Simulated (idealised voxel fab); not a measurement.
Module name: voxel quadruple lines (process module)
Shown is cross-section cut, with a width of 225 nm and square cells of size 5 nm.
Cross-sections here: square-cell grids, written as top-down lists of bands, a band being one or more rows of cells.
Band entry format. Leading values: height of top, height of bottom, nm. Remainder: materials in left-to-right order, each with its width in nm. Special words: "full width" on a single material, which then fills the band edge to edge; "blank", empty space.
Note: height 0 marks the level under which the wafer is uniformly one material as received. Lowest band unbounded below, written "0..down".
With a width like "30 to 40", each row of cells in the band differs from the next by the same amount, the top row carrying the first number and the bottom row the second.
Where the words "no change" appear for a step, the cross-section shows no cell changed by that step; every cell remained as before.
"Sealed void inventory": sealed empty spaces, 8 cells or more, no open way to top, listed width x height at distance, with distance from the left edge and width, height and distance in nm.
Formally, on a step line, whatever follows the settings is a remark that the simulator itself makes on the step.
The setting "overlay nm" may be written on the line of a step. When the step uses a mask, the value reports how far to the right of the planned place the mask lay, and a negative value reports that it lay to the left.

Steps planned for the process:
1 RECEIVE | material Si
2 CONFORMAL_DEP | material Al2O3 | thk nm 5
3 DIRECTIONAL_DEP | material TiN | thk nm 15
4 DIRECTIONAL_DEP | material polySi | thk nm 20
5 DIRECTIONAL_DEP | material aC | thk nm 25
6 PATTERN | tone cover | mask id MANDREL | material resist | width nm 25 | pitch nm 80 | thk nm 35 | overlay nm 0
7 DIRECTIONAL_ETCH | etch materials aC | depth nm 25
8 STRIP | etch materials resist
9 CONFORMAL_DEP | material SiO2 | thk nm 15
10 DIRECTIONAL_ETCH | etch materials SiO2 | depth nm 15
11 STRIP | etch materials aC
12 DIRECTIONAL_ETCH | etch materials polySi | depth nm 20
13 STRIP | etch materials SiO2
14 CONFORMAL_DEP | material SiCN | thk nm 5
15 DIRECTIONAL_ETCH | etch materials SiCN | depth nm 5
16 STRIP | etch materials polySi
17 DIRECTIONAL_ETCH | etch materials TiN | depth nm 15
18 STRIP | etch materials SiCN
19 FILL_DEP | material SiO2 | thk nm 10
20 CMP | height nm 10
Heads up: all these wafers start the same, and what changes between them is the height nm in step 20. The value you see in the plan is just what the first wafer got.

Cross-section: the first of several wafers in its as-received state, i.e. following step 1:
> 0..down = Si full width
> Sealed void inventory: none

Wafer cross-section (first of several) - module end, post step 20 (last step):
> 10..5 = 40 SiO2; 5 TiN; 15 SiO2; 5 TiN; 15 SiO2; 5 TiN; 15 SiO2; 5 TiN; 15 SiO2; 5 TiN; 15 SiO2; 5 TiN; 15 SiO2; 5 TiN; 15 SiO2; 5 TiN; 40 SiO2
> 5..0 = Al2O3 full width
> 0..down = Si full width
> Sealed void inventory: none

At the end of the module, the last of several wafers in cross-section:
> 30..20 = SiO2 full width
> 20..5 = 40 SiO2; 5 TiN; 15 SiO2; 5 TiN; 15 SiO2; 5 TiN; 15 SiO2; 5 TiN; 15 SiO2; 5 TiN; 15 SiO2; 5 TiN; 15 SiO2; 5 TiN; 15 SiO2; 5 TiN; 40 SiO2
> 5..0 = Al2O3 full width
> 0..down = Si full width
> Sealed void inventory: none

Wafer rows, end of module: cells per material gained (+) or lost (-) since receipt; closed voids last:
height nm 10, +45 Al2O3, +37 SiO2, +8 TiN, Sealed void inventory: none
height nm 15, +45 Al2O3, +74 SiO2, +16 TiN, Sealed void inventory: none
height nm 20, +45 Al2O3, +111 SiO2, +24 TiN, Sealed void inventory: none
height nm 25, +45 Al2O3, +156 SiO2, +24 TiN, Sealed void inventory: none
height nm 30, +45 Al2O3, +201 SiO2, +24 TiN, Sealed void inventory: none
